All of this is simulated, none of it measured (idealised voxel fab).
process module | voxel self aligned vias
cross-section cut | 295 nm wide | cells 5 nm
A cross-section is a grid of square cells, given in bands from the top down. A band is one or more rows of cells.
Each band's line starts with the height of the band's top and of its bottom, in nm. Then come its materials from left to right, each with its width in nm. One material with "throughout" fills the band from edge to edge. "air" is empty space.
Height 0 is the level under which the wafer as received is all one material. The lowest band goes on downwards, as in "0 down".
A width such as "30 to 40" changes by the same amount from each row of cells to the next, from the band's top row to its bottom row.
"no change" after a step means that no cell of the cross-section changed.
closed voids: empty space of 8 cells or more with no open way to the top, each as width x height at its distance from the left edge, in nm
after a step's settings: what the simulator itself notes on the step
overlay nm, on a step with a mask: how far to the right of its planned place the mask lay; to the left if negative
plan
1 op RECEIVE | material Si
2 op CONFORMAL_DEP | material SiO2 | thk nm 10
3 op CONFORMAL_DEP | material SiCN | thk nm 5
4 op DIRECTIONAL_DEP | material SiO2 | thk nm 25
5 op DIRECTIONAL_DEP | material aC | thk nm 15
6 op PATTERN | tone open | mask id LINES | material resist | width nm 20 | pitch nm 55 | thk nm 30 | overlay nm 0
7 op DIRECTIONAL_ETCH | etch materials aC | depth nm 15
8 op STRIP | etch materials resist
9 op DIRECTIONAL_ETCH | etch materials SiO2 | depth nm 25
10 op STRIP | etch materials aC
11 op CONFORMAL_DEP | material TiN | thk nm 5
12 op FILL_DEP | material W | thk nm 10
13 op CMP | height nm 40
14 op SELECTIVE_ETCH | etch materials W Ru TiN | depth nm 5
15 op FILL_DEP | material SiN | thk nm 5
16 op CMP | height nm 40
17 op DIRECTIONAL_DEP | material SiO2 | thk nm 20
18 op MASKED_ETCH | tone open | mask id VIAS | width nm 30 | pitch nm 55 | etch materials SiO2 | depth nm 20 | overlay nm 0
19 op MASKED_ETCH | tone open | mask id VIAS | width nm 30 | pitch nm 55 | etch materials SiN | depth nm 5 | overlay nm 0
20 op CONFORMAL_DEP | material TiN | thk nm 5
21 op FILL_DEP | material Ru | thk nm 10
22 op CMP | height nm 60
23 op CONFORMAL_DEP | material SiN | thk nm 5
as received, after step 1
  0 down: Si throughout
  closed voids: none
a wafer at the end: this start, this plan, one mistake
  65 to 60: SiN throughout
  60 to 45: SiO2 75 | TiN 5 | Ru 20 | TiN 5 | SiO2 25 | TiN 5 | Ru 20 | TiN 5 | SiO2 25 | TiN 5 | Ru 20 | TiN 5 | SiO2 80
  45 to 40: SiO2 75 | TiN 15 | Ru 5 | TiN 10 | SiO2 25 | TiN 15 | Ru 5 | TiN 10 | SiO2 25 | TiN 15 | Ru 5 | TiN 10 | SiO2 80
  40 to 35: SiO2 80 | SiN 5 | TiN 15 | SiO2 35 | SiN 5 | TiN 15 | SiO2 35 | SiN 5 | TiN 15 | SiO2 85
  35 to 20: SiO2 80 | TiN 5 | W 10 | TiN 5 | SiO2 35 | TiN 5 | W 10 | TiN 5 | SiO2 35 | TiN 5 | W 10 | TiN 5 | SiO2 85
  20 to 15: SiO2 80 | TiN 20 | SiO2 35 | TiN 20 | SiO2 35 | TiN 20 | SiO2 85
  15 to 10: SiCN throughout
  10 to 0: SiO2 throughout
  0 down: Si throughout
  closed voids: none
what went wrong: step 19 ran as: op MASKED_ETCH | tone open | mask id VIAS | width nm 30 | pitch nm 55 | etch materials SiN | depth nm 5 | overlay nm 10
